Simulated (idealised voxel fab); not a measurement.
Process module name: voxel capacitor over wiring
Cross-section cut spans 230 nm and uses square cells 5 nm in size.
In what follows, cross-sections appear as grids of square cells, described through bands that run from the top down, where every band is one or more rows of cells.
Look at the band entry: it leads with the top's height and the bottom's height in nm. Then it lists the materials left to right, with a width in nm for each. The word "everywhere" on a single material says that material fills the band edge to edge. The word "empty" is empty space.
Basically, 0 is our baseline, since under it the wafer straight out of the box is all one material. The bottom band has no lower end and keeps on going down, so it looks like "0..down".
Read "30 to 40" as a graded width: first number on top, second number at the bottom, same change between each pair of neighbouring rows.
The cross-section has no changed cell in any step marked "left unchanged".
Reported under the label "Enclosed voids" are the empty spaces having no open way to the top and comprising 8 cells or more; the notation for each is width x height at distance, in which the distance is measured from the left edge and all three values are in nm.
Whatever follows a step's settings on its line is a remark the simulator itself makes about that step.
On any step carrying a mask, the "overlay nm" setting, if present on the step's line, tells how far right of its planned place the mask lay; negative values point to the left.

Planned process steps:
1) RECEIVE | material Si
2) CONFORMAL_DEP | material SiO2 | thk nm 15
3) DIRECTIONAL_DEP | material TiN | thk nm 5
4) DIRECTIONAL_DEP | material Ru | thk nm 15
5) PATTERN | tone cover | mask id METAL_1 | material resist | width nm 25 | pitch nm 80 | thk nm 20 | overlay nm 0
6) DIRECTIONAL_ETCH | etch materials Ru | depth nm 15
7) DIRECTIONAL_ETCH | etch materials TiN | depth nm 5
8) STRIP | etch materials resist
9) FILL_DEP | material lowk | thk nm 10
10) CMP | height nm 35
11) CONFORMAL_DEP | material SiCN | thk nm 5
12) DIRECTIONAL_DEP | material lowk | thk nm 20
13) DIRECTIONAL_DEP | material aC | thk nm 10
14) PATTERN | tone open | mask id PLUG_1 | material resist | width nm 15 | thk nm 30 | overlay nm 0
15) DIRECTIONAL_ETCH | etch materials aC | depth nm 10
16) STRIP | etch materials resist
17) DIRECTIONAL_ETCH | etch materials lowk | depth nm 20
18) DIRECTIONAL_ETCH | etch materials SiCN | depth nm 5
19) STRIP | etch materials aC
20) CONFORMAL_DEP | material TiN | thk nm 5
21) FILL_DEP | material Ru | thk nm 5
22) CMP | height nm 60
23) DIRECTIONAL_DEP | material TiN | thk nm 10
24) DIRECTIONAL_DEP | material Al2O3 | thk nm 5
25) DIRECTIONAL_DEP | material TiN | thk nm 5
26) MASKED_ETCH | tone cover | mask id UPPER_PLATE | width nm 60 | etch materials TiN | depth nm 5 | overlay nm 0
27) MASKED_ETCH | tone cover | mask id UPPER_PLATE | width nm 60 | etch materials Al2O3 | depth nm 5 | overlay nm 0
28) MASKED_ETCH | tone cover | mask id LOWER_PLATE | width nm 70 | etch materials TiN | depth nm 10 | overlay nm 0
29) FILL_DEP | material SiO2 | thk nm 15
30) CMP | height nm 90
31) DIRECTIONAL_DEP | material aC | thk nm 10
32) PATTERN | tone open | mask id PLUG_2 | material resist | width nm 15 | thk nm 25 | overlay nm 0
33) DIRECTIONAL_ETCH | etch materials aC | depth nm 10
34) STRIP | etch materials resist
35) DIRECTIONAL_ETCH | etch materials SiO2 | depth nm 10
36) STRIP | etch materials aC
37) CONFORMAL_DEP | material TiN | thk nm 5
38) FILL_DEP | material Ru | thk nm 5
39) CMP | height nm 90
40) CONFORMAL_DEP | material SiCN | thk nm 5

Wafer as received: cross-section following step 1:
- 0..down  Si everywhere
- Enclosed voids: none

Here's the cross-section of the first of our two wafers at the end of the module - it ran as planned:
- 95..90  SiCN everywhere
- 90..85  SiO2=80; TiN=5; Ru=5; TiN=5; SiO2=135
- 85..75  SiO2=80 to 70; TiN=15 to 60; SiO2=135 to 100
- 75..70  SiO2=70; Al2O3=60; SiO2=100
- 70..60  SiO2=65; TiN=70; SiO2=95
- 60..40  lowk=70; TiN=5; Ru=5; TiN=5; lowk=145
- 40..35  SiCN=70; TiN=15; SiCN=145
- 35..20  lowk=60; Ru=25; lowk=55; Ru=25; lowk=65
- 20..15  lowk=60; TiN=25; lowk=55; TiN=25; lowk=65
- 15..0  SiO2 everywhere
- 0..down  Si everywhere
- Enclosed voids: none

Cross-section of the latter of the two wafers at module completion. It had an identical start and an identical plan to the former; in running it, one mistake was made:
- 95..90  SiCN everywhere
- 90..85  SiO2=80; TiN=5; Ru=5; TiN=5; SiO2=135
- 85..75  SiO2=80 to 70; TiN=15 to 60; SiO2=135 to 100
- 75..70  SiO2=70; Al2O3=60; SiO2=100
- 70..60  SiO2=65; TiN=70; SiO2=95
- 60..40  Ru=65; TiN=5; lowk=15; TiN=5; Ru=140
- 40..35  TiN=70; SiCN=15; TiN=145
- 35..20  lowk=60; Ru=25; lowk=55; Ru=25; lowk=65
- 20..15  lowk=60; TiN=25; lowk=55; TiN=25; lowk=65
- 15..0  SiO2 everywhere
- 0..down  Si everywhere
- Enclosed voids: none
Against the plan, the run slipped here: step 14 did not happen as planned, as run it was PATTERN | tone cover | mask id PLUG_1 | material resist | width nm 15 | thk nm 30 | overlay nm 0
The second wafer ends with more or fewer cells of some materials than the first, per final count: 160 more of Ru | 40 fewer of SiCN | 40 more of TiN | 160 fewer of lowk
